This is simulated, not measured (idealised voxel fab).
process module | voxel capacitor over wiring
cross-section cut | 270 nm wide | cells 5 nm
A cross-section is a grid of square cells, given in bands from the top down. A band is one or more rows of cells.
Each band's line starts with the height of the band's top and of its bottom, in nm. Then come its materials from left to right, each with its width in nm. One material with "throughout" fills the band from edge to edge. "air" is empty space.
Height 0 is the level under which the wafer as received is all one material. The lowest band goes on downwards, as in "0 down".
A width such as "30 to 40" changes by the same amount from each row of cells to the next, from the band's top row to its bottom row.
"no change" after a step means that no cell of the cross-section changed.
closed voids: empty space of 8 cells or more with no open way to the top, each as width x height at its distance from the left edge, in nm
after a step's settings: what the simulator itself notes on the step
overlay nm, on a step with a mask: how far to the right of its planned place the mask lay; to the left if negative
plan
1 op RECEIVE | material Si
2 op CONFORMAL_DEP | material SiO2 | thk nm 10
3 op CONFORMAL_DEP | material SiN | thk nm 5
4 op DIRECTIONAL_DEP | material SiO2 | thk nm 20
5 op MASKED_ETCH | tone open | mask id METAL_1 | width nm 20 | pitch nm 85 | etch materials SiO2 | depth nm 20 | overlay nm 0
6 op MASKED_ETCH | tone open | mask id METAL_1 | width nm 20 | pitch nm 85 | etch materials SiN | depth nm 5 | overlay nm 0
7 op CONFORMAL_DEP | material TiN | thk nm 5
8 op FILL_DEP | material Cu | thk nm 10
9 op CMP | height nm 35
10 op CONFORMAL_DEP | material SiCN | thk nm 5
11 op DIRECTIONAL_DEP | material lowk | thk nm 20
12 op DIRECTIONAL_DEP | material aC | thk nm 15
13 op PATTERN | tone open | mask id PLUG_1 | material resist | width nm 15 | thk nm 35 | overlay nm 0
14 op DIRECTIONAL_ETCH | etch materials aC | depth nm 15
15 op STRIP | etch materials resist
16 op DIRECTIONAL_ETCH | etch materials lowk | depth nm 20
17 op DIRECTIONAL_ETCH | etch materials SiCN | depth nm 5
18 op STRIP | etch materials aC
19 op CONFORMAL_DEP | material TiN | thk nm 5
20 op FILL_DEP | material Ru | thk nm 5
21 op CMP | height nm 60
22 op DIRECTIONAL_DEP | material TiN | thk nm 10
23 op DIRECTIONAL_DEP | material HfO2 | thk nm 5
24 op DIRECTIONAL_DEP | material TiN | thk nm 5
25 op DIRECTIONAL_DEP | material aC | thk nm 10
26 op PATTERN | tone cover | mask id UPPER_PLATE | material resist | width nm 70 | thk nm 25 | overlay nm 0
27 op DIRECTIONAL_ETCH | etch materials aC | depth nm 10
28 op STRIP | etch materials resist
29 op DIRECTIONAL_ETCH | etch materials TiN | depth nm 5
30 op DIRECTIONAL_ETCH | etch materials HfO2 | depth nm 5
31 op STRIP | etch materials aC
32 op DIRECTIONAL_DEP | material aC | thk nm 15
33 op PATTERN | tone cover | mask id LOWER_PLATE | material resist | width nm 80 | thk nm 30 | overlay nm 0
34 op DIRECTIONAL_ETCH | etch materials aC | depth nm 15
35 op STRIP | etch materials resist
36 op DIRECTIONAL_ETCH | etch materials TiN | depth nm 10
37 op STRIP | etch materials aC
38 op FILL_DEP | material SiO2 | thk nm 20
39 op CMP | height nm 95
40 op PATTERN | tone open | mask id PLUG_2 | material resist | width nm 15 | thk nm 15 | overlay nm 0
41 op DIRECTIONAL_ETCH | etch materials SiO2 | depth nm 15
42 op STRIP | etch materials resist
43 op CONFORMAL_DEP | material TiN | thk nm 5
44 op FILL_DEP | material Cu | thk nm 10
45 op CMP | height nm 95
46 op CONFORMAL_DEP | material SiCN | thk nm 5
as received, after step 1
  0 down: Si throughout
  closed voids: none
first wafer at the end, as planned
  100 to 95: SiCN throughout
  95 to 85: SiO2 95 | TiN 5 | Cu 5 | TiN 5 | SiO2 160
  85 to 75: SiO2 95 to 85 | TiN 15 to 70 | SiO2 160 to 115
  75 to 70: SiO2 85 | HfO2 70 | SiO2 115
  70 to 60: SiO2 80 | TiN 80 | SiO2 110
  60 to 40: lowk 85 | TiN 5 | Ru 5 | TiN 5 | lowk 170
  40 to 35: SiCN 85 | TiN 15 | SiCN 170
  35 to 15: SiO2 80 | TiN 5 | Cu 10 | TiN 5 | SiO2 65 | TiN 5 | Cu 10 | TiN 5 | SiO2 85
  15 to 10: SiN 80 | TiN 20 | SiN 65 | TiN 20 | SiN 85
  10 to 0: SiO2 throughout
  0 down: Si throughout
  closed voids: none
second wafer at the end: like start, like plan, one mistake
  100 to 95: SiCN throughout
  95 to 85: SiO2 95 | TiN 5 | Cu 5 | TiN 5 | SiO2 160
  85 to 80: SiO2 95 | TiN 15 | SiO2 160
  80 to 75: SiO2 throughout
  75 to 70: SiO2 85 | HfO2 70 | SiO2 115
  70 to 60: TiN 80 | SiO2 5 | TiN 70 | SiO2 5 | TiN 110
  60 to 40: lowk 85 | TiN 5 | Ru 5 | TiN 5 | lowk 170
  40 to 35: SiCN 85 | TiN 15 | SiCN 170
  35 to 15: SiO2 80 | TiN 5 | Cu 10 | TiN 5 | SiO2 65 | TiN 5 | Cu 10 | TiN 5 | SiO2 85
  15 to 10: SiN 80 | TiN 20 | SiN 65 | TiN 20 | SiN 85
  10 to 0: SiO2 throughout
  0 down: Si throughout
  closed voids: none
what went wrong: step 33 ran as: op PATTERN | tone open | mask id LOWER_PLATE | material resist | width nm 80 | thk nm 30 | overlay nm 0
at the end the second wafer has, in cells: 58 fewer of SiO2 | 58 more of TiN
